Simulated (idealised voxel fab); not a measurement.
process module | voxel capacitor over wiring
cross-section cut | 195 nm wide | cells 5 nm
A cross-section is a grid of square cells, given in bands from the top down. A band is one or more rows of cells.
Each band's line starts with the height of the band's top and of its bottom, in nm. Then come its materials from left to right, each with its width in nm. One material with "throughout" fills the band from edge to edge. "air" is empty space.
Height 0 is the level under which the wafer as received is all one material. The lowest band goes on downwards, as in "0 down".
A width such as "30 to 40" changes by the same amount from each row of cells to the next, from the band's top row to its bottom row.
"no change" after a step means that no cell of the cross-section changed.
closed voids: empty space of 8 cells or more with no open way to the top, each as width x height at its distance from the left edge, in nm
after a step's settings: what the simulator itself notes on the step
overlay nm, on a step with a mask: how far to the right of its planned place the mask lay; to the left if negative
plan
1 op RECEIVE | material Si
2 op CONFORMAL_DEP | material SiO2 | thk nm 15
3 op DIRECTIONAL_DEP | material TiN | thk nm 5
4 op DIRECTIONAL_DEP | material W | thk nm 15
5 op DIRECTIONAL_DEP | material aC | thk nm 15
6 op PATTERN | tone cover | mask id METAL_1 | material resist | width nm 20 | pitch nm 75 | thk nm 35 | overlay nm 0
7 op DIRECTIONAL_ETCH | etch materials aC | depth nm 15
8 op STRIP | etch materials resist
9 op DIRECTIONAL_ETCH | etch materials W | depth nm 15
10 op DIRECTIONAL_ETCH | etch materials TiN | depth nm 5
11 op STRIP | etch materials aC
12 op CONFORMAL_DEP | material SiCN | thk nm 5
13 op FILL_DEP | material lowk | thk nm 5
14 op CMP | height nm 35
15 op CONFORMAL_DEP | material SiCN | thk nm 5
16 op DIRECTIONAL_DEP | material lowk | thk nm 10
17 op DIRECTIONAL_DEP | material aC | thk nm 15
18 op PATTERN | tone open | mask id PLUG_1 | material resist | width nm 15 | thk nm 35 | overlay nm 0
19 op DIRECTIONAL_ETCH | etch materials aC | depth nm 15
20 op STRIP | etch materials resist
21 op DIRECTIONAL_ETCH | etch materials lowk | depth nm 10
22 op DIRECTIONAL_ETCH | etch materials SiCN | depth nm 5
23 op STRIP | etch materials aC
24 op EPI | material Ru | thk nm 10
25 op EPI | material Ru | thk nm 5
26 op DIRECTIONAL_DEP | material TiN | thk nm 5
27 op DIRECTIONAL_DEP | material Al2O3 | thk nm 5
28 op DIRECTIONAL_DEP | material TiN | thk nm 10
29 op MASKED_ETCH | tone cover | mask id UPPER_PLATE | width nm 60 | etch materials TiN | depth nm 10 | overlay nm 0
30 op MASKED_ETCH | tone cover | mask id UPPER_PLATE | width nm 60 | etch materials Al2O3 | depth nm 5 | overlay nm 0
31 op DIRECTIONAL_DEP | material aC | thk nm 15
32 op PATTERN | tone cover | mask id LOWER_PLATE | material resist | width nm 70 | thk nm 30 | overlay nm 0
33 op DIRECTIONAL_ETCH | etch materials aC | depth nm 15
34 op STRIP | etch materials resist
35 op DIRECTIONAL_ETCH | etch materials TiN | depth nm 5
36 op STRIP | etch materials aC
37 op FILL_DEP | material SiO2 | thk nm 20
38 op CMP | height nm 85
39 op MASKED_ETCH | tone open | mask id PLUG_2 | width nm 15 | etch materials SiO2 | depth nm 15 | overlay nm 0
40 op CONFORMAL_DEP | material TiN | thk nm 5
41 op FILL_DEP | material Cu | thk nm 5
42 op CMP | height nm 85
43 op CONFORMAL_DEP | material SiCN | thk nm 5
first wafer, as planned
as received, after step 1
  0 down: Si throughout
  closed voids: none
after step 2
  15 to 0: SiO2 throughout
  below 0: unchanged
after step 3
  20 to 15: TiN throughout
  below 15: unchanged
after step 4
  35 to 20: W throughout
  below 20: unchanged
after step 5
  50 to 35: aC throughout
  below 35: unchanged
after step 6
  85 to 50: air 50 | resist 20 | air 55 | resist 20 | air 50
  below 50: unchanged
after step 7
  70 to 50: air 50 | resist 20 | air 55 | resist 20 | air 50
  50 to 35: air 50 | aC 20 | air 55 | aC 20 | air 50
  below 35: unchanged
after step 8
  50 to 35: air 50 | aC 20 | air 55 | aC 20 | air 50
  below 35: unchanged
after step 9
  50 to 35: air 50 | aC 20 | air 55 | aC 20 | air 50
  35 to 20: air 50 | W 20 | air 55 | W 20 | air 50
  below 20: unchanged
after step 10
  50 to 35: air 50 | aC 20 | air 55 | aC 20 | air 50
  35 to 20: air 50 | W 20 | air 55 | W 20 | air 50
  20 to 15: air 50 | TiN 20 | air 55 | TiN 20 | air 50
  below 15: unchanged
after step 11
  35 to 20: air 50 | W 20 | air 55 | W 20 | air 50
  below 20: unchanged
after step 12
  40 to 35: air 45 | SiCN 30 | air 45 | SiCN 30 | air 45
  35 to 20: air 45 | SiCN 5 | W 20 | SiCN 5 | air 45 | SiCN 5 | W 20 | SiCN 5 | air 45
  20 to 15: SiCN 50 | TiN 20 | SiCN 55 | TiN 20 | SiCN 50
  below 15: unchanged
after step 13
  45 to 40: lowk throughout
  40 to 35: lowk 45 | SiCN 30 | lowk 45 | SiCN 30 | lowk 45
  35 to 20: lowk 45 | SiCN 5 | W 20 | SiCN 5 | lowk 45 | SiCN 5 | W 20 | SiCN 5 | lowk 45
  below 20: unchanged
after step 14
  35 to 20: lowk 45 | SiCN 5 | W 20 | SiCN 5 | lowk 45 | SiCN 5 | W 20 | SiCN 5 | lowk 45
  below 20: unchanged
after step 15
  40 to 35: SiCN throughout
  below 35: unchanged
after step 16
  50 to 40: lowk throughout
  below 40: unchanged
after step 17
  65 to 50: aC throughout
  below 50: unchanged
after step 18
  100 to 65: resist 55 | air 15 | resist 125
  below 65: unchanged
after step 19
  85 to 65: resist 55 | air 15 | resist 125
  65 to 50: aC 55 | air 15 | aC 125
  below 50: unchanged
after step 20
  65 to 50: aC 55 | air 15 | aC 125
  below 50: unchanged
after step 21
  65 to 50: aC 55 | air 15 | aC 125
  50 to 40: lowk 55 | air 15 | lowk 125
  below 40: unchanged
after step 22
  65 to 50: aC 55 | air 15 | aC 125
  50 to 40: lowk 55 | air 15 | lowk 125
  40 to 35: SiCN 55 | air 15 | SiCN 125
  below 35: unchanged
after step 23
  50 to 40: lowk 55 | air 15 | lowk 125
  below 40: unchanged
after step 24
  50 to 45: lowk 55 | air 15 | lowk 125
  45 to 40: lowk 55 | Ru 15 | lowk 125
  40 to 35: SiCN 55 | Ru 15 | SiCN 125
  below 35: unchanged
after step 25
  50 to 40: lowk 55 | Ru 15 | lowk 125
  below 40: unchanged
after step 26
  55 to 50: TiN throughout
  below 50: unchanged
after step 27
  60 to 55: Al2O3 throughout
  below 55: unchanged
after step 28
  70 to 60: TiN throughout
  below 60: unchanged
after step 29
  70 to 60: air 55 | TiN 60 | air 80
  below 60: unchanged
after step 30
  70 to 60: air 55 | TiN 60 | air 80
  60 to 55: air 55 | Al2O3 60 | air 80
  below 55: unchanged
after step 31
  85 to 70: air 55 | aC 60 | air 80
  70 to 60: aC 55 | TiN 60 | aC 80
  60 to 55: aC 55 | Al2O3 60 | aC 80
  below 55: unchanged
after step 32
  115 to 85: air 50 | resist 70 | air 75
  85 to 70: air 50 | resist 5 | aC 60 | resist 5 | air 75
  below 70: unchanged
after step 33
  100 to 85: air 50 | resist 70 | air 75
  85 to 70: air 50 | resist 5 | aC 60 | resist 5 | air 75
  70 to 60: air 50 | aC 5 | TiN 60 | aC 5 | air 75
  60 to 55: air 50 | aC 5 | Al2O3 60 | aC 5 | air 75
  below 55: unchanged
after step 34
  85 to 70: air 55 | aC 60 | air 80
  below 70: unchanged
after step 35
  85 to 70: air 55 | aC 60 | air 80
  70 to 60: air 50 | aC 5 | TiN 60 | aC 5 | air 75
  60 to 55: air 50 | aC 5 | Al2O3 60 | aC 5 | air 75
  55 to 50: air 50 | TiN 70 | air 75
  below 50: unchanged
after step 36
  70 to 60: air 55 | TiN 60 | air 80
  60 to 55: air 55 | Al2O3 60 | air 80
  below 55: unchanged
after step 37
  90 to 70: SiO2 throughout
  70 to 60: SiO2 55 | TiN 60 | SiO2 80
  60 to 55: SiO2 55 | Al2O3 60 | SiO2 80
  55 to 50: SiO2 50 | TiN 70 | SiO2 75
  below 50: unchanged
after step 38
  85 to 70: SiO2 throughout
  below 70: unchanged
after step 39
  85 to 70: SiO2 65 | air 15 | SiO2 115
  below 70: unchanged
after step 40
  90 to 85: TiN 70 | air 5 | TiN 120
  85 to 75: SiO2 65 | TiN 5 | air 5 | TiN 5 | SiO2 115
  75 to 70: SiO2 65 | TiN 15 | SiO2 115
  below 70: unchanged
after step 41
  95 to 90: Cu throughout
  90 to 85: TiN 70 | Cu 5 | TiN 120
  85 to 75: SiO2 65 | TiN 5 | Cu 5 | TiN 5 | SiO2 115
  below 75: unchanged
after step 42
  85 to 75: SiO2 65 | TiN 5 | Cu 5 | TiN 5 | SiO2 115
  below 75: unchanged
after step 43
  90 to 85: SiCN throughout
  below 85: unchanged
second wafer: like start, like plan, one mistake. Through step 28 it matches the first wafer
when step 29 should have ended
  70 to 60: TiN 55 | air 60 | TiN 80
  below 60: unchanged
when step 30 should have ended: no change
when step 31 should have ended
  85 to 75: aC 55 | air 60 | aC 80
  75 to 70: aC throughout
  70 to 60: TiN 55 | aC 60 | TiN 80
  below 60: unchanged
when step 32 should have ended
  115 to 85: air 50 | resist 70 | air 75
  85 to 75: aC 55 | resist 60 | aC 80
  below 75: unchanged
when step 33 should have ended
  100 to 85: air 50 | resist 70 | air 75
  85 to 75: air 50 | aC 5 | resist 60 | aC 5 | air 75
  75 to 70: air 50 | aC 70 | air 75
  below 70: unchanged
when step 34 should have ended
  85 to 75: air 50 | aC 5 | air 60 | aC 5 | air 75
  below 75: unchanged
when step 35 should have ended
  85 to 75: air 50 | aC 5 | air 60 | aC 5 | air 75
  75 to 70: air 50 | aC 70 | air 75
  70 to 65: air 50 | TiN 5 | aC 60 | TiN 5 | air 75
  below 65: unchanged
when step 36 should have ended
  70 to 65: air 50 | TiN 5 | air 60 | TiN 5 | air 75
  65 to 60: TiN 55 | air 60 | TiN 80
  below 60: unchanged
when step 37 should have ended
  90 to 70: SiO2 throughout
  70 to 65: SiO2 50 | TiN 5 | SiO2 60 | TiN 5 | SiO2 75
  65 to 60: TiN 55 | SiO2 60 | TiN 80
  below 60: unchanged
when step 38 should have ended
  85 to 70: SiO2 throughout
  below 70: unchanged
when step 39 should have ended
  85 to 70: SiO2 65 | air 15 | SiO2 115
  below 70: unchanged
when step 40 should have ended
  90 to 85: TiN 70 | air 5 | TiN 120
  85 to 75: SiO2 65 | TiN 5 | air 5 | TiN 5 | SiO2 115
  75 to 70: SiO2 65 | TiN 15 | SiO2 115
  below 70: unchanged
when step 41 should have ended
  95 to 90: Cu throughout
  90 to 85: TiN 70 | Cu 5 | TiN 120
  85 to 75: SiO2 65 | TiN 5 | Cu 5 | TiN 5 | SiO2 115
  below 75: unchanged
when step 42 should have ended
  85 to 75: SiO2 65 | TiN 5 | Cu 5 | TiN 5 | SiO2 115
  below 75: unchanged
when step 43 should have ended
  90 to 85: SiCN throughout
  below 85: unchanged
what went wrong: step 29 ran as: op MASKED_ETCH | tone open | mask id UPPER_PLATE | width nm 60 | etch materials TiN | depth nm 10 | overlay nm 0
at the end the second wafer has, in cells: 27 more of Al2O3 | 57 fewer of SiO2 | 30 more of TiN
